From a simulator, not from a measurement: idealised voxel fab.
Process module in this document: voxel capacitor over wiring
Shown is cross-section cut, with a width of 235 nm and square cells of size 5 nm.
Think of the cross-section as a grid of square cells. We describe it in bands, top to bottom, and each band covers one or more rows of those cells. Quick guide to a band line: top height, bottom height (nm) up front; then every material left to right with its width in nm. Only one material and it's marked "all across"? Then it fills the band edge to edge. And "blank" just means empty space. For the purposes of this specification, 0 denotes the height below which the wafer in its as-received condition is composed wholly of one material, and the lowermost band, lacking a lower limit, extends downward without end, as expressed in "0 -> down". So if you see something like "30..40" for the width, read it as the top row of the band sitting at the first number and the bottom row at the second, with every row in between moving by the same amount as the last. Basically "no alteration" means that step didn't change any cell in the cross-section. Closed empty spaces (no open way to the top) of 8 cells or more are what "Voids, fully enclosed" lists, each as width x height at distance from the left edge, nm for all three. after a step's settings: what the simulator itself notes on the step. The line of a step may include "overlay nm". On a step with a mask, this value is how far to the right of its planned place the mask lay. A negative value means the mask lay to the left.
### Steps in the process plan
1,RECEIVE (material Si)
2,CONFORMAL_DEP (material SiO2; thk nm 15)
3,DIRECTIONAL_DEP (material TiN; thk nm 5)
4,DIRECTIONAL_DEP (material W; thk nm 20)
5,MASKED_ETCH (tone cover; mask id METAL_1; width nm 25; pitch nm 95; etch materials W; depth nm 20; overlay nm 0)
6,MASKED_ETCH (tone cover; mask id METAL_1; width nm 25; pitch nm 95; etch materials TiN; depth nm 5; overlay nm 0)
7,CONFORMAL_DEP (material SiN; thk nm 5)
8,FILL_DEP (material lowk; thk nm 5)
9,CMP (height nm 40)
10,CONFORMAL_DEP (material SiCN; thk nm 5)
11,DIRECTIONAL_DEP (material SiO2; thk nm 20)
12,MASKED_ETCH (tone open; mask id PLUG_1; width nm 15; etch materials SiO2; depth nm 20; overlay nm 0)
13,MASKED_ETCH (tone open; mask id PLUG_1; width nm 15; etch materials SiCN; depth nm 5; overlay nm 0)
14,EPI (material Ru; thk nm 10)
15,EPI (material Ru; thk nm 10)
16,EPI (material Ru; thk nm 5)
17,DIRECTIONAL_DEP (material TiN; thk nm 10)
18,DIRECTIONAL_DEP (material Al2O3; thk nm 5)
19,DIRECTIONAL_DEP (material TiN; thk nm 10)
20,DIRECTIONAL_DEP (material aC; thk nm 15)
21,PATTERN (tone cover; mask id UPPER_PLATE; material resist; width nm 75; thk nm 35; overlay nm 0)
22,DIRECTIONAL_ETCH (etch materials aC; depth nm 15)
23,STRIP (etch materials resist)
24,DIRECTIONAL_ETCH (etch materials TiN; depth nm 10)
25,DIRECTIONAL_ETCH (etch materials Al2O3; depth nm 5)
26,STRIP (etch materials aC)
27,MASKED_ETCH (tone cover; mask id LOWER_PLATE; width nm 85; etch materials TiN; depth nm 10; overlay nm 0)
28,FILL_DEP (material SiO2; thk nm 15)
29,CMP (height nm 100)
30,DIRECTIONAL_DEP (material aC; thk nm 10)
31,PATTERN (tone open; mask id PLUG_2; material resist; width nm 15; thk nm 25; overlay nm 0)
32,DIRECTIONAL_ETCH (etch materials aC; depth nm 10)
33,STRIP (etch materials resist)
34,DIRECTIONAL_ETCH (etch materials SiO2; depth nm 10)
35,STRIP (etch materials aC)
36,CONFORMAL_DEP (material TiN; thk nm 5)
37,FILL_DEP (material Ru; thk nm 10)
38,CMP (height nm 100)
39,CONFORMAL_DEP (material SiN; thk nm 5)
### Wafer at receipt (post step 1), cross-section
    0 -> down = Si all across
    Voids, fully enclosed: none
### First of two wafers, end-of-module section, run followed plan
    105 -> 100 = SiN all across
    100 -> 95 = SiO2 (75) / TiN (5) / Ru (5) / TiN (5) / SiO2 (145)
    95 -> 90 = SiO2 (75) / TiN (15) / SiO2 (145)
    90 -> 80 = SiO2 (65) / TiN (75) / SiO2 (95)
    80 -> 75 = SiO2 (65) / Al2O3 (75) / SiO2 (95)
    75 -> 65 = SiO2 (60) / TiN (85) / SiO2 (90)
    65 -> 45 = SiO2 (65) / Ru (15) / SiO2 (155)
    45 -> 40 = SiCN (65) / Ru (15) / SiCN (155)
    40 -> 20 = lowk (50) / SiN (5) / W (25) / SiN (5) / lowk (60) / SiN (5) / W (25) / SiN (5) / lowk (55)
    20 -> 15 = SiN (55) / TiN (25) / SiN (70) / TiN (25) / SiN (60)
    15 -> 0 = SiO2 all across
    0 -> down = Si all across
    Voids, fully enclosed: none
### End of module, second wafer, cross-section. Started like the first, planned like the first, run with one mistake
    105 -> 100 = SiN all across
    100 -> 95 = SiO2 (75) / TiN (5) / Ru (5) / TiN (5) / SiO2 (145)
    95 -> 90 = SiO2 (75) / TiN (15) / SiO2 (145)
    90 -> 85 = SiO2 all across
    85 -> 75 = SiO2 (65) / TiN (75) / SiO2 (95)
    75 -> 65 = SiO2 (60) / TiN (85) / SiO2 (90)
    65 -> 45 = SiO2 (65) / Ru (15) / SiO2 (155)
    45 -> 40 = SiCN (65) / Ru (15) / SiCN (155)
    40 -> 20 = lowk (50) / SiN (5) / W (25) / SiN (5) / lowk (60) / SiN (5) / W (25) / SiN (5) / lowk (55)
    20 -> 15 = SiN (55) / TiN (25) / SiN (70) / TiN (25) / SiN (60)
    15 -> 0 = SiO2 all across
    0 -> down = Si all across
    Voids, fully enclosed: none
Here's what went sideways: step 18 of the plan got skipped, so it never ran
At the finish, the second wafer shows more or fewer cells for some materials than the first does: -15 Al2O3, +15 SiO2
